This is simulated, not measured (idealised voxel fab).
process module | voxel released beams
cross-section cut | 185 nm wide | cells 5 nm
A cross-section is a grid of square cells, given in bands from the top down. A band is one or more rows of cells.
Each band's line starts with the height of the band's top and of its bottom, in nm. Then come its materials from left to right, each with its width in nm. One material with "throughout" fills the band from edge to edge. "air" is empty space.
Height 0 is the level under which the wafer as received is all one material. The lowest band goes on downwards, as in "0 down".
A width such as "30 to 40" changes by the same amount from each row of cells to the next, from the band's top row to its bottom row.
"no change" after a step means that no cell of the cross-section changed.
closed voids: empty space of 8 cells or more with no open way to the top, each as width x height at its distance from the left edge, in nm
after a step's settings: what the simulator itself notes on the step
overlay nm, on a step with a mask: how far to the right of its planned place the mask lay; to the left if negative
plan
1 op RECEIVE | material Si
2 op CONFORMAL_DEP | material SiN | thk nm 5
3 op DIRECTIONAL_DEP | material SiO2 | thk nm 10
4 op MASKED_ETCH | tone open | mask id ANCHOR | width nm 45 | etch materials SiO2 | depth nm 10 | overlay nm 0
5 op CONFORMAL_DEP | material TiN | thk nm 15
6 op DIRECTIONAL_DEP | material aC | thk nm 15
7 op PATTERN | tone cover | mask id BEAM | material resist | width nm 120 | thk nm 30 | overlay nm 0
8 op DIRECTIONAL_ETCH | etch materials aC | depth nm 15
9 op STRIP | etch materials resist
10 op DIRECTIONAL_ETCH | etch materials TiN | depth nm 15
11 op STRIP | etch materials aC
12 op STRIP | etch materials SiO2
first wafer, as planned
as received, after step 1
  0 down: Si throughout
  closed voids: none
after step 2
  5 to 0: SiN throughout
  below 0: unchanged
after step 3
  15 to 5: SiO2 throughout
  below 5: unchanged
after step 4
  15 to 5: SiO2 35 | air 45 | SiO2 105
  below 5: unchanged
after step 5
  30 to 20: TiN 50 | air 15 | TiN 120
  20 to 15: TiN throughout
  15 to 5: SiO2 35 | TiN 45 | SiO2 105
  below 5: unchanged
after step 6
  45 to 35: aC 50 | air 15 | aC 120
  35 to 30: aC throughout
  30 to 20: TiN 50 | aC 15 | TiN 120
  below 20: unchanged
after step 7
  75 to 45: air 30 | resist 120 | air 35
  45 to 35: aC 50 | resist 15 | aC 120
  below 35: unchanged
after step 8
  60 to 45: air 30 | resist 120 | air 35
  45 to 35: air 30 | aC 20 | resist 15 | aC 85 | air 35
  35 to 30: air 30 | aC 120 | air 35
  below 30: unchanged
after step 9
  45 to 35: air 30 | aC 20 | air 15 | aC 85 | air 35
  below 35: unchanged
after step 10
  45 to 35: air 30 | aC 20 | air 15 | aC 85 | air 35
  35 to 30: air 30 | aC 120 | air 35
  30 to 20: air 30 | TiN 20 | aC 15 | TiN 85 | air 35
  20 to 15: air 30 | TiN 120 | air 35
  below 15: unchanged
after step 11
  30 to 20: air 30 | TiN 20 | air 15 | TiN 85 | air 35
  below 20: unchanged
after step 12
  30 to 20: air 30 | TiN 20 | air 15 | TiN 85 | air 35
  20 to 15: air 30 | TiN 120 | air 35
  15 to 5: air 35 | TiN 45 | air 105
  below 5: unchanged
second wafer: like start, like plan, one mistake. Through step 6 it matches the first wafer
when step 7 should have ended
  75 to 45: air 20 | resist 120 | air 45
  45 to 35: aC 50 | resist 15 | aC 120
  below 35: unchanged
when step 8 should have ended
  60 to 45: air 20 | resist 120 | air 45
  45 to 35: air 20 | aC 30 | resist 15 | aC 75 | air 45
  35 to 30: air 20 | aC 120 | air 45
  below 30: unchanged
when step 9 should have ended
  45 to 35: air 20 | aC 30 | air 15 | aC 75 | air 45
  below 35: unchanged
when step 10 should have ended
  45 to 35: air 20 | aC 30 | air 15 | aC 75 | air 45
  35 to 30: air 20 | aC 120 | air 45
  30 to 20: air 20 | TiN 30 | aC 15 | TiN 75 | air 45
  20 to 15: air 20 | TiN 120 | air 45
  below 15: unchanged
when step 11 should have ended
  30 to 20: air 20 | TiN 30 | air 15 | TiN 75 | air 45
  below 20: unchanged
when step 12 should have ended
  30 to 20: air 20 | TiN 30 | air 15 | TiN 75 | air 45
  20 to 15: air 20 | TiN 120 | air 45
  15 to 5: air 35 | TiN 45 | air 105
  below 5: unchanged
what went wrong: step 7 ran as: op PATTERN | tone cover | mask id BEAM | material resist | width nm 120 | thk nm 30 | overlay nm -10
at the end the second wafer has, in cells: as many of each material as the first, in other places
